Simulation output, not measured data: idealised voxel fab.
Documented hereafter: the process module known as voxel transistor to metal.
Square cells of 5 nm make up the cross-section cut, whose width is 185 nm.
Cross-section, as written here: a square-cell grid given band by band from the top down, where a band holds one or more rows of cells.
Basically the band line says how high the top is and how high the bottom is, in nm, and then what's in it from left to right, every material with its width in nm. Empty space shows up as "air", and if a single material carries "all across" it runs the full band edge to edge.
Beneath 0, the wafer as received is one material, and that level is where height counting begins. The lowest band goes on downward without a bottom; it is written like "0 -> down".
A width such as "30->40" changes by the same amount from each row of cells to the next, from the band's top row to its bottom row.
Given "remained unchanged" for a step, no cell of the cross-section differs between before and after that step.
In "Sealed-off cavities" the enclosed voids are listed, meaning empty spaces of 8 cells or larger without any opening to the top. The form is width x height at distance, distance from the left edge, units nm.
On a step's line, text after the settings is the simulator commenting on that step.
The setting "overlay nm" may be written on the line of a step. When the step uses a mask, the value reports how far to the right of the planned place the mask lay, and a negative value reports that it lay to the left.

-- Planned process steps
1) RECEIVE,material Si
2) CONFORMAL_DEP,material SiO2,thk nm 5
3) CONFORMAL_DEP,material SiN,thk nm 10
4) MASKED_ETCH,tone cover,mask id ACTIVE,width nm 95,etch materials SiN,depth nm 10,overlay nm 0
5) MASKED_ETCH,tone cover,mask id ACTIVE,width nm 95,etch materials SiO2,depth nm 5,overlay nm 0
6) MASKED_ETCH,tone cover,mask id ACTIVE,width nm 95,etch materials Si,depth nm 30,overlay nm 0
7) FILL_DEP,material SiO2,thk nm 10
8) CMP,height nm 15
9) SELECTIVE_ETCH,etch materials SiO2,depth nm 5
10) STRIP,etch materials SiN
11) SELECTIVE_ETCH,etch materials SiO2,depth nm 5
12) OXIDIZE,depth nm 5
13) DIRECTIONAL_DEP,material polySi,thk nm 30
14) DIRECTIONAL_DEP,material SiCN,thk nm 10
15) MASKED_ETCH,tone cover,mask id GATE,width nm 15,etch materials SiCN,depth nm 20,overlay nm 0
16) MASKED_ETCH,tone cover,mask id GATE,width nm 15,etch materials polySi,depth nm 40,overlay nm 0
17) CONFORMAL_DEP,material SiN,thk nm 10
18) DIRECTIONAL_ETCH,etch materials SiN,depth nm 10
19) DIRECTIONAL_ETCH,etch materials SiO2,depth nm 5
20) DIRECTIONAL_ETCH,etch materials Si,depth nm 10
21) EPI,material nSi,thk nm 10
22) FILL_DEP,material SiO2,thk nm 10
23) CMP,height nm 40
24) DIRECTIONAL_DEP,material SiO2,thk nm 10
25) PATTERN,tone open,mask id CONTACT,material resist,width nm 30,pitch nm 55,thk nm 20,overlay nm 0
26) DIRECTIONAL_ETCH,etch materials SiO2,depth nm 55
27) STRIP,etch materials resist
28) CONFORMAL_DEP,material TiN,thk nm 5
29) FILL_DEP,material Ru,thk nm 5
30) CMP,height nm 50
31) DIRECTIONAL_DEP,material TiN,thk nm 5
32) DIRECTIONAL_DEP,material W,thk nm 15
33) PATTERN,tone cover,mask id METAL_1,material resist,width nm 20,pitch nm 65,thk nm 20,overlay nm 0
34) DIRECTIONAL_ETCH,etch materials W,depth nm 15
35) DIRECTIONAL_ETCH,etch materials TiN,depth nm 5
36) STRIP,etch materials resist
37) CONFORMAL_DEP,material SiCN,thk nm 5
38) FILL_DEP,material SiO2,thk nm 5
39) CMP,height nm 70
40) CONFORMAL_DEP,material SiN,thk nm 5

-- This is the cross-section of the wafer as we received it, i.e. after step 1
	0 -> down = Si all across
	Sealed-off cavities: none

-- As-planned run: cross-section of the first of two wafers at end of module
	75 -> 70 = SiN all across
	70 -> 55 = SiO2 45  SiCN 5  W 20  SiCN 5  SiO2 35  SiCN 5  W 20  SiCN 5  SiO2 45
	55 -> 50 = SiCN 50  TiN 20  SiCN 45  TiN 20  SiCN 50
	50 -> 40 = SiO2 50  TiN 5  Ru 20->15  TiN 5->10  SiO2 25  TiN 5->10  Ru 20->15  TiN 5  SiO2 50
	40 -> 30 = SiO2 50  TiN 5  Ru 15  TiN 5  SiN 10  SiCN 15  SiN 10  TiN 5  Ru 15  TiN 5  SiO2 50
	30 -> 10 = SiO2 50  TiN 5  Ru 15  TiN 5  SiN 10  polySi 15  SiN 10  TiN 5  Ru 15  TiN 5  SiO2 50
	10 -> 5 = SiO2 50  TiN 25  SiN 10  polySi 15  SiN 10  TiN 25  SiO2 50
	5 -> 0 = SiO2 40  SiN 10  nSi 10  TiN 5  nSi 10  SiN 10  polySi 15  SiN 10  nSi 10  TiN 5  nSi 10  SiN 10  SiO2 40
	0 -> -5 = SiO2 50  nSi 10  TiN 5  nSi 10  SiO2 35  nSi 10  TiN 5  nSi 10  SiO2 50
	-5 -> -15 = SiO2 45  Si 5  nSi 25  Si 35  nSi 25  Si 5  SiO2 45
	-15 -> -30 = SiO2 45  Si 95  SiO2 45
	-30 -> down = Si all across
	Sealed-off cavities: none

-- End-of-module cross-section of the second wafer: identical starting point and process plan to the first, with one processing mistake
	75 -> 70 = SiN all across
	70 -> 65 = SiCN 50  TiN 20  SiCN 45  TiN 20  SiCN 50
	65 -> 50 = W all across
	50 -> 40 = SiO2 50  TiN 5  Ru 20->15  TiN 5->10  SiO2 25  TiN 5->10  Ru 20->15  TiN 5  SiO2 50
	40 -> 30 = SiO2 50  TiN 5  Ru 15  TiN 5  SiN 10  SiCN 15  SiN 10  TiN 5  Ru 15  TiN 5  SiO2 50
	30 -> 10 = SiO2 50  TiN 5  Ru 15  TiN 5  SiN 10  polySi 15  SiN 10  TiN 5  Ru 15  TiN 5  SiO2 50
	10 -> 5 = SiO2 50  TiN 25  SiN 10  polySi 15  SiN 10  TiN 25  SiO2 50
	5 -> 0 = SiO2 40  SiN 10  nSi 10  TiN 5  nSi 10  SiN 10  polySi 15  SiN 10  nSi 10  TiN 5  nSi 10  SiN 10  SiO2 40
	0 -> -5 = SiO2 50  nSi 10  TiN 5  nSi 10  SiO2 35  nSi 10  TiN 5  nSi 10  SiO2 50
	-5 -> -15 = SiO2 45  Si 5  nSi 25  Si 35  nSi 25  Si 5  SiO2 45
	-15 -> -30 = SiO2 45  Si 95  SiO2 45
	-30 -> down = Si all across
	Sealed-off cavities: none
Heads up, the wafer didn't run the way we planned it: sequence error: steps 31 and 32 interchanged
Upon completion, the second wafer contains, in terms of cells, a greater or smaller amount of certain materials than the first wafer: SiCN: 12 fewer | SiO2: 75 fewer | W: 87 more
